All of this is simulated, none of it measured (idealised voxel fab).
process module | voxel ribs on slabs
Shown is cross-section cut, with a width of 270 nm and square cells of size 5 nm.
Cross-section layout: square cells on a grid; listed as bands, top to bottom; a band spans one or more cell rows. Band entry format. Leading values: height of top, height of bottom, nm. Remainder: materials in left-to-right order, each with its width in nm. Special words: "full width" on a single material, which then fills the band edge to edge; "blank", empty space. Height datum 0, below which the as-received substrate wafer is one material. Lowest band open at the bottom, running downward: "from 0 down". So if you see something like "30->40" for the width, read it as the top row of the band sitting at the first number and the bottom row at the second, with every row in between moving by the same amount as the last. "no change" for a step: no cell of the cross-section changed in that step. Entry "Sealed void inventory" = empty spaces >= 8 cells with no open way to the top; each as width x height at distance, distance from left edge, all nm. Formally, on a step line, whatever follows the settings is a remark that the simulator itself makes on the step. A step line may carry the setting "overlay nm", which, for steps involving a mask, states the distance by which the mask lay to the right of its intended position; negative values denote displacement to the left.
### Below is the list of planned process steps
- 1: RECEIVE | material Si
- 2: DIRECTIONAL_DEP | material SiO2 | thk nm 20
- 3: DIRECTIONAL_DEP | material polySi | thk nm 15
- 4: MASKED_ETCH | tone cover | mask id RIB | width nm 20 | etch materials polySi | depth nm 5 | overlay nm 0
- 5: DIRECTIONAL_DEP | material aC | thk nm 10
- 6: PATTERN | tone cover | mask id SLAB | material resist | width nm 50 | thk nm 25 | overlay nm 0
- 7: DIRECTIONAL_ETCH | etch materials aC | depth nm 10
- 8: STRIP | etch materials resist
- 9: DIRECTIONAL_ETCH | etch materials polySi | depth nm 10
- 10: STRIP | etch materials aC
- 11: FILL_DEP | material SiO2 | thk nm 25
- 12: CMP | height nm 50
- 13: DIRECTIONAL_DEP | material W | thk nm 5
- 14: DIRECTIONAL_DEP | material aC | thk nm 10
- 15: PATTERN | tone cover | mask id HEATER | material resist | width nm 30 | thk nm 30 | overlay nm 0
- 16: DIRECTIONAL_ETCH | etch materials aC | depth nm 10
- 17: STRIP | etch materials resist
- 18: DIRECTIONAL_ETCH | etch materials W | depth nm 5
- 19: STRIP | etch materials aC
- 20: CONFORMAL_DEP | material SiN | thk nm 10
### Received-state cross-section, reflecting completion of step 1
    from 0 down: Si full width
    Sealed void inventory: none
### Cross-sectional image of the first of two wafers at the end of the module, the run having proceeded as planned
    from 65 to 60: 110 blank | 50 SiN | 110 blank
    from 60 to 55: SiN full width
    from 55 to 50: 120 SiN | 30 W | 120 SiN
    from 50 to 35: SiO2 full width
    from 35 to 30: 125 SiO2 | 20 polySi | 125 SiO2
    from 30 to 20: 110 SiO2 | 50 polySi | 110 SiO2
    from 20 to 0: SiO2 full width
    from 0 down: Si full width
    Sealed void inventory: none
### This is the second of the two wafers, cross-sectioned at the end of the module; it started exactly like the first and was given the same plan, but it was run with one mistake
    from 55 to 50: 120 blank | 30 W | 120 blank
    from 50 to 35: SiO2 full width
    from 35 to 30: 125 SiO2 | 20 polySi | 125 SiO2
    from 30 to 20: 110 SiO2 | 50 polySi | 110 SiO2
    from 20 to 0: SiO2 full width
    from 0 down: Si full width
    Sealed void inventory: none
Processing error: step 20 of the plan was excluded from execution and never run
Final comparison by cell count, materials where the second wafer has more or fewer than the first: SiN -112
